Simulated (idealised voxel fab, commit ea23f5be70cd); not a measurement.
Proc. module: voxel released beams
FYI the section here is cut, 160 nm wide, cells are 5 nm squares.
Each cross-section below is a grid of square cells, stated as bands in top-down order, with one or more rows of cells making up each band. A band entry consists of two parts. The first gives the height of the band's top and the height of its bottom, in nm. The rest lists the band's materials from left to right, each with its width in nm. A single material labelled with the word "all across" fills the band from edge to edge, and the word "blank" marks empty space. Zero point of the height axis is 0; under it, received wafer = one material. Lowest band: continues down indefinitely, "0 -> down". The width entry "30 to 40" should be interpreted row by row: the top row of cells in the band takes the first number, the bottom row takes the second number, and the change between adjacent rows is uniform throughout. Take "no change occurred" at face value: in the step it is given for, the cross-section changed in none of its cells. This entry, "Closed cavities", enumerates those empty regions of no fewer than 8 cells that possess no open connection to the top. Each region is reported in the form width x height at distance, the distance being taken from the left edge, with all three quantities expressed in nm. after a step's settings: what the simulator itself notes on the step. "overlay nm" denotes, for a step that has a mask, the displacement of the mask to the right of its planned place, with negative values corresponding to the left.

THIS SECTION LISTS THE PROCESS STEPS THAT WERE PLANNED
- 1: RECEIVE with material Si
- 2: CONFORMAL_DEP with material Al2O3, thk nm 10
- 3: DIRECTIONAL_DEP with material SiO2, thk nm 20
- 4: DIRECTIONAL_DEP with material aC, thk nm 15
- 5: PATTERN with tone open, mask id ANCHOR, material resist, width nm 25, thk nm 30, overlay nm 0
- 6: DIRECTIONAL_ETCH with etch materials aC, depth nm 15
- 7: STRIP with etch materials resist
- 8: DIRECTIONAL_ETCH with etch materials SiO2, depth nm 20
- 9: STRIP with etch materials aC
- 10: CONFORMAL_DEP with material W, thk nm 10
- 11: PATTERN with tone cover, mask id BEAM, material resist, width nm 80, thk nm 20, overlay nm -15
- 12: DIRECTIONAL_ETCH with etch materials W, depth nm 10
- 13: STRIP with etch materials resist
- 14: STRIP with etch materials SiO2
Don't read the plan's overlay nm for step 11 as applying to every wafer: that's the first wafer's value, and the wafers differ in it, though they all start identical.

CROSS-SECTION: THE FIRST OF SEVERAL WAFERS IN ITS AS-RECEIVED STATE, I.E. FOLLOWING STEP 1
* 0 -> down | Si all across
* Closed cavities: none

TABLE: WAFERS, A ROW EACH; END-OF-MODULE CELL CHANGE PER MATERIAL SINCE RECEIPT, GAIN (+), LOSS (-); THEN CLOSED VOIDS
overlay nm -15; +64 Al2O3; +48 W; Closed cavities: none
overlay nm -10; +64 Al2O3; +48 W; Closed cavities: none
overlay nm -5; +64 Al2O3; +48 W; Closed cavities: none
overlay nm 0; +64 Al2O3; +48 W; Closed cavities: none
overlay nm 5; +64 Al2O3; +48 W; Closed cavities: none
overlay nm 10; +64 Al2O3; +48 W; Closed cavities: none
overlay nm 15; +64 Al2O3; +48 W; Closed cavities: none
